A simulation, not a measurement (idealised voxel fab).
Documented hereafter: the process module known as voxel plated lines.
Square cell edge 5 nm, section width 285 nm, ID cut.
Just so we're on the same page, the cross-sections are grids of square cells, and they're listed out in bands top to bottom, each band one or more rows deep. It is stipulated that each band's entry specify, in nanometres, the height of the top of the band and then that of its bottom, followed by the materials of the band in left-to-right sequence, each together with its width in nanometres. A single material marked by the word "everywhere" is understood to fill the band from edge to edge; the word "air" is understood to denote empty space. Where do heights start? At 0: under that level the wafer as delivered is made of one material only. And the lowest band has no floor; it just carries on downward, as in "0 nm and below". A width given as "30->40" starts at the first number in the band's top row and ends at the second number in its bottom row, shifting by an equal amount at every step from row to row. Step marked "stayed the same"? Then no cell in the cross-section changed in it. Heads up: "Enclosed internal cavities" only lists the empty pockets with no open path to the top that are 8 cells or more, and it writes them as width x height at distance, distance from the left edge, in nm. Formally, on a step line, whatever follows the settings is a remark that the simulator itself makes on the step. overlay nm: on a step with a mask, how far right of its planned place the mask lay; negative means left.

-- Intended process steps
1: RECEIVE, material Si
2: CONFORMAL_DEP, material Al2O3, thk nm 5
3: DIRECTIONAL_DEP, material TiN, thk nm 5
4: PATTERN, tone open, mask id LINES, material resist, width nm 25, pitch nm 55, thk nm 25, overlay nm 0
5: EPI, material Ru, thk nm 10
6: EPI, material Ru, thk nm 10
7: STRIP, etch materials resist
8: DIRECTIONAL_ETCH, etch materials TiN, depth nm 5
9: CONFORMAL_DEP, material SiCN, thk nm 10

-- Cross-section of the wafer upon arrival, representing the state reached after step 1
0 nm and below: Si everywhere
Enclosed internal cavities: none

-- Post-module cross-section: identical start and plan to those above, one misstep in execution
40 nm to 30 nm: SiCN (110), air (5), SiCN (50), air (5), SiCN (115)
30 nm to 15 nm: Ru (100), SiCN (10), air (5), SiCN (10), Ru (30), SiCN (10), air (5), SiCN (10), Ru (105)
15 nm to 10 nm: Ru (100), SiCN (25), Ru (30), SiCN (25), Ru (105)
10 nm to 5 nm: TiN (100), SiCN (25), TiN (30), SiCN (25), TiN (105)
5 nm to 0 nm: Al2O3 everywhere
0 nm and below: Si everywhere
Enclosed internal cavities: none
Deviation from plan: note that step 4 departed from the planned setting and was carried out as PATTERN, tone cover, mask id LINES, material resist, width nm 25, pitch nm 55, thk nm 25, overlay nm 0
